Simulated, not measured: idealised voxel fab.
process module | voxel transistor to metal
cross-section cut | 285 nm wide | cells 5 nm
A cross-section is a grid of square cells, given in bands from the top down. A band is one or more rows of cells.
Each band's line starts with the height of the band's top and of its bottom, in nm. Then come its materials from left to right, each with its width in nm. One material with "throughout" fills the band from edge to edge. "air" is empty space.
Height 0 is the level under which the wafer as received is all one material. The lowest band goes on downwards, as in "0 down".
A width such as "30 to 40" changes by the same amount from each row of cells to the next, from the band's top row to its bottom row.
"no change" after a step means that no cell of the cross-section changed.
closed voids: empty space of 8 cells or more with no open way to the top, each as width x height at its distance from the left edge, in nm
after a step's settings: what the simulator itself notes on the step
overlay nm, on a step with a mask: how far to the right of its planned place the mask lay; to the left if negative
Each pair below shows a cross-section before one step and the cross-section after it, down to the lowest band that changed. The line under each pair gives the step between them, with its settings. The pairs can come from different runs of this module on the same starting wafer, so a pair continues from the pair above only where its "before" says so.
before
  0 down: Si throughout
  closed voids: none
after
  5 to 0: SiO2 throughout
  below 0: unchanged
  closed voids: none
the step between: op CONFORMAL_DEP | material SiO2 | thk nm 5
before: the cross-section after the pair above
after
  15 to 5: SiN throughout
  below 5: unchanged
  closed voids: none
the step between: op CONFORMAL_DEP | material SiN | thk nm 10
before: the cross-section after the pair above
after
  15 to 5: air 30 | SiN 95 | air 30 | SiN 95 | air 35
  below 5: unchanged
  closed voids: none
the step between: op MASKED_ETCH | tone cover | mask id ACTIVE | width nm 95 | pitch nm 125 | etch materials SiN | depth nm 10 | overlay nm 0
before: the cross-section after the pair above
after
  15 to 5: air 30 | SiN 95 | air 30 | SiN 95 | air 35
  5 to 0: air 30 | SiO2 95 | air 30 | SiO2 95 | air 35
  below 0: unchanged
  closed voids: none
the step between: op MASKED_ETCH | tone cover | mask id ACTIVE | width nm 95 | pitch nm 125 | etch materials SiO2 | depth nm 5 | overlay nm 0
before: the cross-section after the pair above
after
  15 to 5: air 30 | SiN 95 | air 30 | SiN 95 | air 35
  5 to 0: air 30 | SiO2 95 | air 30 | SiO2 95 | air 35
  0 to -35: air 30 | Si 95 | air 30 | Si 95 | air 35
  below -35: unchanged
  closed voids: none
the step between: op MASKED_ETCH | tone cover | mask id ACTIVE | width nm 95 | pitch nm 125 | etch materials Si | depth nm 35 | overlay nm 0
before: the cross-section after the pair above
after
  25 to 15: SiO2 throughout
  15 to 5: SiO2 30 | SiN 95 | SiO2 30 | SiN 95 | SiO2 35
  5 to 0: SiO2 throughout
  0 to -35: SiO2 30 | Si 95 | SiO2 30 | Si 95 | SiO2 35
  below -35: unchanged
  closed voids: none
the step between: op FILL_DEP | material SiO2 | thk nm 10
before: the cross-section after the pair above
after
  15 to 5: SiO2 30 | SiN 95 | SiO2 30 | SiN 95 | SiO2 35
  below 5: unchanged
  closed voids: none
the step between: op CMP | height nm 15
before: the cross-section after the pair above
after
  15 to 10: air 30 | SiN 95 | air 30 | SiN 95 | air 35
  below 10: unchanged
  closed voids: none
the step between: op SELECTIVE_ETCH | etch materials SiO2 | depth nm 5
before: the cross-section after the pair above
after
  10 to 5: SiO2 30 | air 95 | SiO2 30 | air 95 | SiO2 35
  below 5: unchanged
  closed voids: none
the step between: op STRIP | etch materials SiN
before: the cross-section after the pair above
after
  5 to 0: SiO2 25 | air 105 | SiO2 20 | air 105 | SiO2 30
  below 0: unchanged
  closed voids: none
the step between: op SELECTIVE_ETCH | etch materials SiO2 | depth nm 5
before: the cross-section after the pair above
after
  5 to 0: SiO2 25 | air 105 | SiO2 20 | air 105 | SiO2 30
  0 to -5: SiO2 throughout
  below -5: unchanged
  closed voids: none
the step between: op OXIDIZE | depth nm 5
before: the cross-section after the pair above
after
  25 to 20: polySi 25 | air 105 | polySi 20 | air 105 | polySi 30
  20 to 5: polySi throughout
  5 to 0: SiO2 25 | polySi 105 | SiO2 20 | polySi 105 | SiO2 30
  below 0: unchanged
  closed voids: none
the step between: op DIRECTIONAL_DEP | material polySi | thk nm 20
before: the cross-section after the pair above
after
  35 to 30: SiCN 25 | air 105 | SiCN 20 | air 105 | SiCN 30
  30 to 25: SiCN throughout
  25 to 20: polySi 25 | SiCN 105 | polySi 20 | SiCN 105 | polySi 30
  below 20: unchanged
  closed voids: none
the step between: op DIRECTIONAL_DEP | material SiCN | thk nm 10
before: the cross-section after the pair above
after
  55 to 35: air 65 | resist 25 | air 100 | resist 25 | air 70
  35 to 30: SiCN 25 | air 40 | resist 25 | air 40 | SiCN 20 | air 40 | resist 25 | air 40 | SiCN 30
  below 30: unchanged
  closed voids: none
the step between: op PATTERN | tone cover | mask id GATE | material resist | width nm 25 | pitch nm 125 | thk nm 20 | overlay nm 0
before: the cross-section after the pair above
after
  55 to 30: air 65 | resist 25 | air 100 | resist 25 | air 70
  30 to 25: air 65 | SiCN 25 | air 100 | SiCN 25 | air 70
  25 to 20: polySi 25 | air 40 | SiCN 25 | air 40 | polySi 20 | air 40 | SiCN 25 | air 40 | polySi 30
  below 20: unchanged
  closed voids: none
the step between: op DIRECTIONAL_ETCH | etch materials SiCN | depth nm 20
before: the cross-section after the pair above
after
  55 to 30: air 65 | resist 25 | air 100 | resist 25 | air 70
  30 to 20: air 65 | SiCN 25 | air 100 | SiCN 25 | air 70
  20 to 5: air 65 | polySi 25 | air 100 | polySi 25 | air 70
  5 to 0: SiO2 25 | air 40 | polySi 25 | air 40 | SiO2 20 | air 40 | polySi 25 | air 40 | SiO2 30
  below 0: unchanged
  closed voids: none
the step between: op DIRECTIONAL_ETCH | etch materials polySi | depth nm 30
before: the cross-section after the pair above
after
  30 to 20: air 65 | SiCN 25 | air 100 | SiCN 25 | air 70
  below 20: unchanged
  closed voids: none
the step between: op STRIP | etch materials resist
before: the cross-section after the pair above
after
  40 to 30: air 55 | SiN 45 | air 80 | SiN 45 | air 60
  30 to 20: air 55 | SiN 10 | SiCN 25 | SiN 10 | air 80 | SiN 10 | SiCN 25 | SiN 10 | air 60
  20 to 15: air 55 | SiN 10 | polySi 25 | SiN 10 | air 80 | SiN 10 | polySi 25 | SiN 10 | air 60
  15 to 10: SiN 35 | air 20 | SiN 10 | polySi 25 | SiN 10 | air 20 | SiN 40 | air 20 | SiN 10 | polySi 25 | SiN 10 | air 20 | SiN 40
  10 to 5: SiN 65 | polySi 25 | SiN 100 | polySi 25 | SiN 70
  5 to 0: SiO2 25 | SiN 40 | polySi 25 | SiN 40 | SiO2 20 | SiN 40 | polySi 25 | SiN 40 | SiO2 30
  below 0: unchanged
  closed voids: none
the step between: op CONFORMAL_DEP | material SiN | thk nm 10
before: the cross-section after the pair above
after
  30 to 20: air 55 | SiN 10 | SiCN 25 | SiN 10 | air 80 | SiN 10 | SiCN 25 | SiN 10 | air 60
  20 to 5: air 55 | SiN 10 | polySi 25 | SiN 10 | air 80 | SiN 10 | polySi 25 | SiN 10 | air 60
  5 to 0: SiO2 25 | SiN 10 | air 20 | SiN 10 | polySi 25 | SiN 10 | air 20 | SiN 10 | SiO2 20 | SiN 10 | air 20 | SiN 10 | polySi 25 | SiN 10 | air 20 | SiN 10 | SiO2 30
  below 0: unchanged
  closed voids: none
the step between: op DIRECTIONAL_ETCH | etch materials SiN | depth nm 10
before: the cross-section after the pair above
after
  30 to 20: air 55 | SiN 10 | SiCN 25 | SiN 10 | air 80 | SiN 10 | SiCN 25 | SiN 10 | air 60
  20 to 5: air 55 | SiN 10 | polySi 25 | SiN 10 | air 80 | SiN 10 | polySi 25 | SiN 10 | air 60
  5 to 0: air 25 | SiN 10 | air 20 | SiN 10 | polySi 25 | SiN 10 | air 20 | SiN 10 | air 20 | SiN 10 | air 20 | SiN 10 | polySi 25 | SiN 10 | air 20 | SiN 10 | air 30
  0 to -5: SiO2 35 | air 20 | SiO2 45 | air 20 | SiO2 40 | air 20 | SiO2 45 | air 20 | SiO2 40
  below -5: unchanged
  closed voids: none
the step between: op DIRECTIONAL_ETCH | etch materials SiO2 | depth nm 5
before: the cross-section after the pair above
after
  30 to 20: air 55 | SiN 10 | SiCN 25 | SiN 10 | air 80 | SiN 10 | SiCN 25 | SiN 10 | air 60
  20 to 5: air 55 | SiN 10 | polySi 25 | SiN 10 | air 80 | SiN 10 | polySi 25 | SiN 10 | air 60
  5 to 0: air 25 | SiN 10 | air 20 | SiN 10 | polySi 25 | SiN 10 | air 20 | SiN 10 | air 20 | SiN 10 | air 20 | SiN 10 | polySi 25 | SiN 10 | air 20 | SiN 10 | air 30
  0 to -5: SiO2 35 | air 20 | SiO2 45 | air 20 | SiO2 40 | air 20 | SiO2 45 | air 20 | SiO2 40
  -5 to -10: SiO2 30 | Si 5 | air 20 | Si 45 | air 20 | Si 5 | SiO2 30 | Si 5 | air 20 | Si 45 | air 20 | Si 5 | SiO2 35
  below -10: unchanged
  closed voids: none
the step between: op DIRECTIONAL_ETCH | etch materials Si | depth nm 5
before: the cross-section after the pair above
after
  30 to 20: air 55 | SiN 10 | SiCN 25 | SiN 10 | air 80 | SiN 10 | SiCN 25 | SiN 10 | air 60
  20 to 5: air 55 | SiN 10 | polySi 25 | SiN 10 | air 80 | SiN 10 | polySi 25 | SiN 10 | air 60
  5 to 0: air 25 | SiN 10 | SiGe 20 | SiN 10 | polySi 25 | SiN 10 | SiGe 20 | SiN 10 | air 20 | SiN 10 | SiGe 20 | SiN 10 | polySi 25 | SiN 10 | SiGe 20 | SiN 10 | air 30
  0 to -5: SiO2 35 | SiGe 20 | SiO2 45 | SiGe 20 | SiO2 40 | SiGe 20 | SiO2 45 | SiGe 20 | SiO2 40
  -5 to -10: SiO2 30 | Si 5 | SiGe 20 | Si 45 | SiGe 20 | Si 5 | SiO2 30 | Si 5 | SiGe 20 | Si 45 | SiGe 20 | Si 5 | SiO2 35
  below -10: unchanged
  closed voids: none
the step between: op EPI | material SiGe | thk nm 10
before: the cross-section after the pair above
after
  35 to 30: SiO2 throughout
  30 to 20: SiO2 55 | SiN 10 | SiCN 25 | SiN 10 | SiO2 80 | SiN 10 | SiCN 25 | SiN 10 | SiO2 60
  20 to 5: SiO2 55 | SiN 10 | polySi 25 | SiN 10 | SiO2 80 | SiN 10 | polySi 25 | SiN 10 | SiO2 60
  5 to 0: SiO2 25 | SiN 10 | SiGe 20 | SiN 10 | polySi 25 | SiN 10 | SiGe 20 | SiN 10 | SiO2 20 | SiN 10 | SiGe 20 | SiN 10 | polySi 25 | SiN 10 | SiGe 20 | SiN 10 | SiO2 30
  below 0: unchanged
  closed voids: none
the step between: op FILL_DEP | material SiO2 | thk nm 5
before: the cross-section after the pair above
after
  30 to 20: SiO2 55 | SiN 10 | SiCN 25 | SiN 10 | SiO2 80 | SiN 10 | SiCN 25 | SiN 10 | SiO2 60
  below 20: unchanged
  closed voids: none
the step between: op CMP | height nm 30
before: the cross-section after the pair above
after
  40 to 30: SiO2 throughout
  below 30: unchanged
  closed voids: none
the step between: op DIRECTIONAL_DEP | material SiO2 | thk nm 10
before: the cross-section after the pair above
after
  40 to 30: SiO2 35 | air 15 | SiO2 55 | air 15 | SiO2 40 | air 15 | SiO2 55 | air 15 | SiO2 40
  30 to 20: SiO2 35 | air 15 | SiO2 5 | SiN 10 | SiCN 25 | SiN 10 | SiO2 5 | air 15 | SiO2 40 | air 15 | SiO2 5 | SiN 10 | SiCN 25 | SiN 10 | SiO2 5 | air 15 | SiO2 40
  20 to 5: SiO2 35 | air 15 | SiO2 5 | SiN 10 | polySi 25 | SiN 10 | SiO2 5 | air 15 | SiO2 40 | air 15 | SiO2 5 | SiN 10 | polySi 25 | SiN 10 | SiO2 5 | air 15 | SiO2 40
  below 5: unchanged
  closed voids: none
the step between: op MASKED_ETCH | tone open | mask id CONTACT | width nm 15 | etch materials SiO2 | depth nm 35 | overlay nm 0
before: the cross-section after the pair above
after
  45 to 40: TiN 40 | air 5 | TiN 65 | air 5 | TiN 50 | air 5 | TiN 65 | air 5 | TiN 45
  40 to 30: SiO2 35 | TiN 5 | air 5 | TiN 5 | SiO2 55 | TiN 5 | air 5 | TiN 5 | SiO2 40 | TiN 5 | air 5 | TiN 5 | SiO2 55 | TiN 5 | air 5 | TiN 5 | SiO2 40
  30 to 20: SiO2 35 | TiN 5 | air 5 | TiN 5 | SiO2 5 | SiN 10 | SiCN 25 | SiN 10 | SiO2 5 | TiN 5 | air 5 | TiN 5 | SiO2 40 | TiN 5 | air 5 | TiN 5 | SiO2 5 | SiN 10 | SiCN 25 | SiN 10 | SiO2 5 | TiN 5 | air 5 | TiN 5 | SiO2 40
  20 to 10: SiO2 35 | TiN 5 | air 5 | TiN 5 | SiO2 5 | SiN 10 | polySi 25 | SiN 10 | SiO2 5 | TiN 5 | air 5 | TiN 5 | SiO2 40 | TiN 5 | air 5 | TiN 5 | SiO2 5 | SiN 10 | polySi 25 | SiN 10 | SiO2 5 | TiN 5 | air 5 | TiN 5 | SiO2 40
  10 to 5: SiO2 35 | TiN 15 | SiO2 5 | SiN 10 | polySi 25 | SiN 10 | SiO2 5 | TiN 15 | SiO2 40 | TiN 15 | SiO2 5 | SiN 10 | polySi 25 | SiN 10 | SiO2 5 | TiN 15 | SiO2 40
  below 5: unchanged
  closed voids: none
the step between: op CONFORMAL_DEP | material TiN | thk nm 5
before: the cross-section after the pair above
after
  50 to 45: Ru throughout
  45 to 40: TiN 40 | Ru 5 | TiN 65 | Ru 5 | TiN 50 | Ru 5 | TiN 65 | Ru 5 | TiN 45
  40 to 30: SiO2 35 | TiN 5 | Ru 5 | TiN 5 | SiO2 55 | TiN 5 | Ru 5 | TiN 5 | SiO2 40 | TiN 5 | Ru 5 | TiN 5 | SiO2 55 | TiN 5 | Ru 5 | TiN 5 | SiO2 40
  30 to 20: SiO2 35 | TiN 5 | Ru 5 | TiN 5 | SiO2 5 | SiN 10 | SiCN 25 | SiN 10 | SiO2 5 | TiN 5 | Ru 5 | TiN 5 | SiO2 40 | TiN 5 | Ru 5 | TiN 5 | SiO2 5 | SiN 10 | SiCN 25 | SiN 10 | SiO2 5 | TiN 5 | Ru 5 | TiN 5 | SiO2 40
  20 to 10: SiO2 35 | TiN 5 | Ru 5 | TiN 5 | SiO2 5 | SiN 10 | polySi 25 | SiN 10 | SiO2 5 | TiN 5 | Ru 5 | TiN 5 | SiO2 40 | TiN 5 | Ru 5 | TiN 5 | SiO2 5 | SiN 10 | polySi 25 | SiN 10 | SiO2 5 | TiN 5 | Ru 5 | TiN 5 | SiO2 40
  below 10: unchanged
  closed voids: none
the step between: op FILL_DEP | material Ru | thk nm 5
before: the cross-section after the pair above
after
  40 to 30: SiO2 35 | TiN 5 | Ru 5 | TiN 5 | SiO2 55 | TiN 5 | Ru 5 | TiN 5 | SiO2 40 | TiN 5 | Ru 5 | TiN 5 | SiO2 55 | TiN 5 | Ru 5 | TiN 5 | SiO2 40
  below 30: unchanged
  closed voids: none
the step between: op CMP | height nm 40
before: the cross-section after the pair above
after
  45 to 40: TiN throughout
  below 40: unchanged
  closed voids: none
the step between: op DIRECTIONAL_DEP | material TiN | thk nm 5
before: the cross-section after the pair above
after
  70 to 45: Ru throughout
  below 45: unchanged
  closed voids: none
the step between: op DIRECTIONAL_DEP | material Ru | thk nm 25
before: the cross-section after the pair above
after
  70 to 45: air 35 | Ru 15 | air 55 | Ru 15 | air 40 | Ru 15 | air 55 | Ru 15 | air 40
  below 45: unchanged
  closed voids: none
the step between: op MASKED_ETCH | tone cover | mask id METAL_1 | width nm 15 | etch materials Ru | depth nm 25 | overlay nm 0
before: the cross-section after the pair above
after
  70 to 45: air 35 | Ru 15 | air 55 | Ru 15 | air 40 | Ru 15 | air 55 | Ru 15 | air 40
  45 to 40: air 35 | TiN 15 | air 55 | TiN 15 | air 40 | TiN 15 | air 55 | TiN 15 | air 40
  below 40: unchanged
  closed voids: none
the step between: op MASKED_ETCH | tone cover | mask id METAL_1 | width nm 15 | etch materials TiN | depth nm 5 | overlay nm 0
before: the cross-section after the pair above
after
  80 to 70: lowk throughout
  70 to 45: lowk 35 | Ru 15 | lowk 55 | Ru 15 | lowk 40 | Ru 15 | lowk 55 | Ru 15 | lowk 40
  45 to 40: lowk 35 | TiN 15 | lowk 55 | TiN 15 | lowk 40 | TiN 15 | lowk 55 | TiN 15 | lowk 40
  below 40: unchanged
  closed voids: none
the step between: op FILL_DEP | material lowk | thk nm 10
before: the cross-section after the pair above
after
  70 to 45: lowk 35 | Ru 15 | lowk 55 | Ru 15 | lowk 40 | Ru 15 | lowk 55 | Ru 15 | lowk 40
  below 45: unchanged
  closed voids: none
the step between: op CMP | height nm 70
before: the cross-section after the pair above
after
  75 to 70: SiN throughout
  below 70: unchanged
  closed voids: none
the step between: op CONFORMAL_DEP | material SiN | thk nm 5
before
  0 down: Si throughout
  closed voids: none
after
  10 to 0: SiN throughout
  below 0: unchanged
  closed voids: none
the step between: op CONFORMAL_DEP | material SiN | thk nm 10
before: the cross-section after the pair above
after
  10 to 0: air 30 | SiN 95 | air 30 | SiN 95 | air 35
  below 0: unchanged
  closed voids: none
the step between: op MASKED_ETCH | tone cover | mask id ACTIVE | width nm 95 | pitch nm 125 | etch materials SiN | depth nm 10 | overlay nm 0
before: the cross-section after the pair above
after
  10 to 0: air 30 | SiN 95 | air 30 | SiN 95 | air 35
  0 to -35: air 30 | Si 95 | air 30 | Si 95 | air 35
  below -35: unchanged
  closed voids: none
the step between: op MASKED_ETCH | tone cover | mask id ACTIVE | width nm 95 | pitch nm 125 | etch materials Si | depth nm 35 | overlay nm 0
before: the cross-section after the pair above
after
  20 to 10: SiO2 throughout
  10 to 0: SiO2 30 | SiN 95 | SiO2 30 | SiN 95 | SiO2 35
  0 to -35: SiO2 30 | Si 95 | SiO2 30 | Si 95 | SiO2 35
  below -35: unchanged
  closed voids: none
the step between: op FILL_DEP | material SiO2 | thk nm 10
before: the cross-section after the pair above
after
  15 to 10: SiO2 throughout
  below 10: unchanged
  closed voids: none
the step between: op CMP | height nm 15
before: the cross-section after the pair above
after
  10 to 0: SiO2 30 | SiN 95 | SiO2 30 | SiN 95 | SiO2 35
  below 0: unchanged
  closed voids: none
the step between: op SELECTIVE_ETCH | etch materials SiO2 | depth nm 5
before: the cross-section after the pair above
after
  10 to 0: SiO2 30 | air 95 | SiO2 30 | air 95 | SiO2 35
  below 0: unchanged
  closed voids: none
the step between: op STRIP | etch materials SiN
before: the cross-section after the pair above
after
  5 to 0: SiO2 25 | air 105 | SiO2 20 | air 105 | SiO2 30
  0 to -5: SiO2 25 | air 5 | Si 95 | air 5 | SiO2 20 | air 5 | Si 95 | air 5 | SiO2 30
  below -5: unchanged
  closed voids: none
the step between: op SELECTIVE_ETCH | etch materials SiO2 | depth nm 5
before: the cross-section after the pair above
after
  5 to 0: SiO2 25 | air 105 | SiO2 20 | air 105 | SiO2 30
  0 to -5: SiO2 25 | air 5 | SiO2 95 | air 5 | SiO2 20 | air 5 | SiO2 95 | air 5 | SiO2 30
  -5 to -10: SiO2 35 | Si 85 | SiO2 40 | Si 85 | SiO2 40
  below -10: unchanged
  closed voids: none
the step between: op OXIDIZE | depth nm 5
before: the cross-section after the pair above
after
  25 to 20: polySi 25 | air 105 | polySi 20 | air 105 | polySi 30
  20 to 15: polySi 25 | air 5 | polySi 95 | air 5 | polySi 20 | air 5 | polySi 95 | air 5 | polySi 30
  15 to 5: polySi throughout
  5 to 0: SiO2 25 | polySi 105 | SiO2 20 | polySi 105 | SiO2 30
  0 to -5: SiO2 25 | polySi 5 | SiO2 95 | polySi 5 | SiO2 20 | polySi 5 | SiO2 95 | polySi 5 | SiO2 30
  below -5: unchanged
  closed voids: none
the step between: op DIRECTIONAL_DEP | material polySi | thk nm 20
before: the cross-section after the pair above
after
  35 to 30: SiCN 25 | air 105 | SiCN 20 | air 105 | SiCN 30
  30 to 25: SiCN 25 | air 5 | SiCN 95 | air 5 | SiCN 20 | air 5 | SiCN 95 | air 5 | SiCN 30
  25 to 20: polySi 25 | SiCN 105 | polySi 20 | SiCN 105 | polySi 30
  20 to 15: polySi 25 | SiCN 5 | polySi 95 | SiCN 5 | polySi 20 | SiCN 5 | polySi 95 | SiCN 5 | polySi 30
  below 15: unchanged
  closed voids: none
the step between: op DIRECTIONAL_DEP | material SiCN | thk nm 10
before: the cross-section after the pair above
after
  55 to 35: air 65 | resist 25 | air 100 | resist 25 | air 70
  35 to 30: SiCN 25 | air 40 | resist 25 | air 40 | SiCN 20 | air 40 | resist 25 | air 40 | SiCN 30
  below 30: unchanged
  closed voids: none
the step between: op PATTERN | tone cover | mask id GATE | material resist | width nm 25 | pitch nm 125 | thk nm 20 | overlay nm 0
before: the cross-section after the pair above
after
  55 to 30: air 65 | resist 25 | air 100 | resist 25 | air 70
  30 to 25: air 65 | SiCN 25 | air 100 | SiCN 25 | air 70
  25 to 20: polySi 25 | air 40 | SiCN 25 | air 40 | polySi 20 | air 40 | SiCN 25 | air 40 | polySi 30
  20 to 15: polySi 25 | air 5 | polySi 95 | air 5 | polySi 20 | air 5 | polySi 95 | air 5 | polySi 30
  below 15: unchanged
  closed voids: none
the step between: op DIRECTIONAL_ETCH | etch materials SiCN | depth nm 20
before: the cross-section after the pair above
after
  55 to 30: air 65 | resist 25 | air 100 | resist 25 | air 70
  30 to 20: air 65 | SiCN 25 | air 100 | SiCN 25 | air 70
  20 to 5: air 65 | polySi 25 | air 100 | polySi 25 | air 70
  5 to 0: SiO2 25 | air 40 | polySi 25 | air 40 | SiO2 20 | air 40 | polySi 25 | air 40 | SiO2 30
  0 to -5: SiO2 25 | air 5 | SiO2 95 | air 5 | SiO2 20 | air 5 | SiO2 95 | air 5 | SiO2 30
  below -5: unchanged
  closed voids: none
the step between: op DIRECTIONAL_ETCH | etch materials polySi | depth nm 30
before: the cross-section after the pair above
after
  30 to 20: air 65 | SiCN 25 | air 100 | SiCN 25 | air 70
  below 20: unchanged
  closed voids: none
the step between: op STRIP | etch materials resist
before: the cross-section after the pair above
after
  40 to 30: air 55 | SiN 45 | air 80 | SiN 45 | air 60
  30 to 20: air 55 | SiN 10 | SiCN 25 | SiN 10 | air 80 | SiN 10 | SiCN 25 | SiN 10 | air 60
  20 to 15: air 55 | SiN 10 | polySi 25 | SiN 10 | air 80 | SiN 10 | polySi 25 | SiN 10 | air 60
  15 to 10: SiN 35 | air 20 | SiN 10 | polySi 25 | SiN 10 | air 20 | SiN 40 | air 20 | SiN 10 | polySi 25 | SiN 10 | air 20 | SiN 40
  10 to 5: SiN 65 | polySi 25 | SiN 100 | polySi 25 | SiN 70
  5 to 0: SiO2 25 | SiN 40 | polySi 25 | SiN 40 | SiO2 20 | SiN 40 | polySi 25 | SiN 40 | SiO2 30
  0 to -5: SiO2 25 | SiN 5 | SiO2 95 | SiN 5 | SiO2 20 | SiN 5 | SiO2 95 | SiN 5 | SiO2 30
  below -5: unchanged
  closed voids: none
the step between: op CONFORMAL_DEP | material SiN | thk nm 10
before: the cross-section after the pair above
after
  30 to 20: air 55 | SiN 10 | SiCN 25 | SiN 10 | air 80 | SiN 10 | SiCN 25 | SiN 10 | air 60
  20 to 5: air 55 | SiN 10 | polySi 25 | SiN 10 | air 80 | SiN 10 | polySi 25 | SiN 10 | air 60
  5 to 0: SiO2 25 | SiN 10 | air 20 | SiN 10 | polySi 25 | SiN 10 | air 20 | SiN 10 | SiO2 20 | SiN 10 | air 20 | SiN 10 | polySi 25 | SiN 10 | air 20 | SiN 10 | SiO2 30
  below 0: unchanged
  closed voids: none
the step between: op DIRECTIONAL_ETCH | etch materials SiN | depth nm 10
before: the cross-section after the pair above
after
  30 to 20: air 55 | SiN 10 | SiCN 25 | SiN 10 | air 80 | SiN 10 | SiCN 25 | SiN 10 | air 60
  20 to 5: air 55 | SiN 10 | polySi 25 | SiN 10 | air 80 | SiN 10 | polySi 25 | SiN 10 | air 60
  5 to 0: air 25 | SiN 10 | air 20 | SiN 10 | polySi 25 | SiN 10 | air 20 | SiN 10 | air 20 | SiN 10 | air 20 | SiN 10 | polySi 25 | SiN 10 | air 20 | SiN 10 | air 30
  0 to -5: SiO2 25 | SiN 5 | SiO2 5 | air 20 | SiO2 45 | air 20 | SiO2 5 | SiN 5 | SiO2 20 | SiN 5 | SiO2 5 | air 20 | SiO2 45 | air 20 | SiO2 5 | SiN 5 | SiO2 30
  below -5: unchanged
  closed voids: none
the step between: op DIRECTIONAL_ETCH | etch materials SiO2 | depth nm 5
before: the cross-section after the pair above
after
  30 to 20: air 55 | SiN 10 | SiCN 25 | SiN 10 | air 80 | SiN 10 | SiCN 25 | SiN 10 | air 60
  20 to 5: air 55 | SiN 10 | polySi 25 | SiN 10 | air 80 | SiN 10 | polySi 25 | SiN 10 | air 60
  5 to 0: air 25 | SiN 10 | air 20 | SiN 10 | polySi 25 | SiN 10 | air 20 | SiN 10 | air 20 | SiN 10 | air 20 | SiN 10 | polySi 25 | SiN 10 | air 20 | SiN 10 | air 30
  0 to -5: SiO2 25 | SiN 5 | SiO2 5 | air 20 | SiO2 45 | air 20 | SiO2 5 | SiN 5 | SiO2 20 | SiN 5 | SiO2 5 | air 20 | SiO2 45 | air 20 | SiO2 5 | SiN 5 | SiO2 30
  -5 to -10: SiO2 35 | air 20 | Si 45 | air 20 | SiO2 40 | air 20 | Si 45 | air 20 | SiO2 40
  below -10: unchanged
  closed voids: none
the step between: op DIRECTIONAL_ETCH | etch materials Si | depth nm 5
before: the cross-section after the pair above
after
  30 to 20: air 55 | SiN 10 | SiCN 25 | SiN 10 | air 80 | SiN 10 | SiCN 25 | SiN 10 | air 60
  20 to 5: air 55 | SiN 10 | polySi 25 | SiN 10 | air 80 | SiN 10 | polySi 25 | SiN 10 | air 60
  5 to 0: air 25 | SiN 10 | air 10 | SiGe 10 | SiN 10 | polySi 25 | SiN 10 | SiGe 10 | air 10 | SiN 10 | air 20 | SiN 10 | air 10 | SiGe 10 | SiN 10 | polySi 25 | SiN 10 | SiGe 10 | air 10 | SiN 10 | air 30
  0 to -5: SiO2 25 | SiN 5 | SiO2 5 | SiGe 20 | SiO2 45 | SiGe 20 | SiO2 5 | SiN 5 | SiO2 20 | SiN 5 | SiO2 5 | SiGe 20 | SiO2 45 | SiGe 20 | SiO2 5 | SiN 5 | SiO2 30
  -5 to -10: SiO2 35 | SiGe 20 | Si 45 | SiGe 20 | SiO2 40 | SiGe 20 | Si 45 | SiGe 20 | SiO2 40
  below -10: unchanged
  closed voids: none
the step between: op EPI | material SiGe | thk nm 10
before: the cross-section after the pair above
after
  35 to 30: SiO2 throughout
  30 to 20: SiO2 55 | SiN 10 | SiCN 25 | SiN 10 | SiO2 80 | SiN 10 | SiCN 25 | SiN 10 | SiO2 60
  20 to 5: SiO2 55 | SiN 10 | polySi 25 | SiN 10 | SiO2 80 | SiN 10 | polySi 25 | SiN 10 | SiO2 60
  5 to 0: SiO2 25 | SiN 10 | SiO2 10 | SiGe 10 | SiN 10 | polySi 25 | SiN 10 | SiGe 10 | SiO2 10 | SiN 10 | SiO2 20 | SiN 10 | SiO2 10 | SiGe 10 | SiN 10 | polySi 25 | SiN 10 | SiGe 10 | SiO2 10 | SiN 10 | SiO2 30
  below 0: unchanged
  closed voids: none
the step between: op FILL_DEP | material SiO2 | thk nm 5
before: the cross-section after the pair above
after
  30 to 20: SiO2 55 | SiN 10 | SiCN 25 | SiN 10 | SiO2 80 | SiN 10 | SiCN 25 | SiN 10 | SiO2 60
  below 20: unchanged
  closed voids: none
the step between: op CMP | height nm 30
before: the cross-section after the pair above
after
  40 to 30: SiO2 throughout
  below 30: unchanged
  closed voids: none
the step between: op DIRECTIONAL_DEP | material SiO2 | thk nm 10
before: the cross-section after the pair above
after
  40 to 30: SiO2 35 | air 15 | SiO2 55 | air 15 | SiO2 40 | air 15 | SiO2 55 | air 15 | SiO2 40
  30 to 20: SiO2 35 | air 15 | SiO2 5 | SiN 10 | SiCN 25 | SiN 10 | SiO2 5 | air 15 | SiO2 40 | air 15 | SiO2 5 | SiN 10 | SiCN 25 | SiN 10 | SiO2 5 | air 15 | SiO2 40
  20 to 5: SiO2 35 | air 15 | SiO2 5 | SiN 10 | polySi 25 | SiN 10 | SiO2 5 | air 15 | SiO2 40 | air 15 | SiO2 5 | SiN 10 | polySi 25 | SiN 10 | SiO2 5 | air 15 | SiO2 40
  below 5: unchanged
  closed voids: none
the step between: op MASKED_ETCH | tone open | mask id CONTACT | width nm 15 | etch materials SiO2 | depth nm 35 | overlay nm 0
before: the cross-section after the pair above
after
  45 to 40: TiN 40 | air 5 | TiN 65 | air 5 | TiN 50 | air 5 | TiN 65 | air 5 | TiN 45
  40 to 30: SiO2 35 | TiN 5 | air 5 | TiN 5 | SiO2 55 | TiN 5 | air 5 | TiN 5 | SiO2 40 | TiN 5 | air 5 | TiN 5 | SiO2 55 | TiN 5 | air 5 | TiN 5 | SiO2 40
  30 to 20: SiO2 35 | TiN 5 | air 5 | TiN 5 | SiO2 5 | SiN 10 | SiCN 25 | SiN 10 | SiO2 5 | TiN 5 | air 5 | TiN 5 | SiO2 40 | TiN 5 | air 5 | TiN 5 | SiO2 5 | SiN 10 | SiCN 25 | SiN 10 | SiO2 5 | TiN 5 | air 5 | TiN 5 | SiO2 40
  20 to 10: SiO2 35 | TiN 5 | air 5 | TiN 5 | SiO2 5 | SiN 10 | polySi 25 | SiN 10 | SiO2 5 | TiN 5 | air 5 | TiN 5 | SiO2 40 | TiN 5 | air 5 | TiN 5 | SiO2 5 | SiN 10 | polySi 25 | SiN 10 | SiO2 5 | TiN 5 | air 5 | TiN 5 | SiO2 40
  10 to 5: SiO2 35 | TiN 15 | SiO2 5 | SiN 10 | polySi 25 | SiN 10 | SiO2 5 | TiN 15 | SiO2 40 | TiN 15 | SiO2 5 | SiN 10 | polySi 25 | SiN 10 | SiO2 5 | TiN 15 | SiO2 40
  below 5: unchanged
  closed voids: none
the step between: op CONFORMAL_DEP | material TiN | thk nm 5
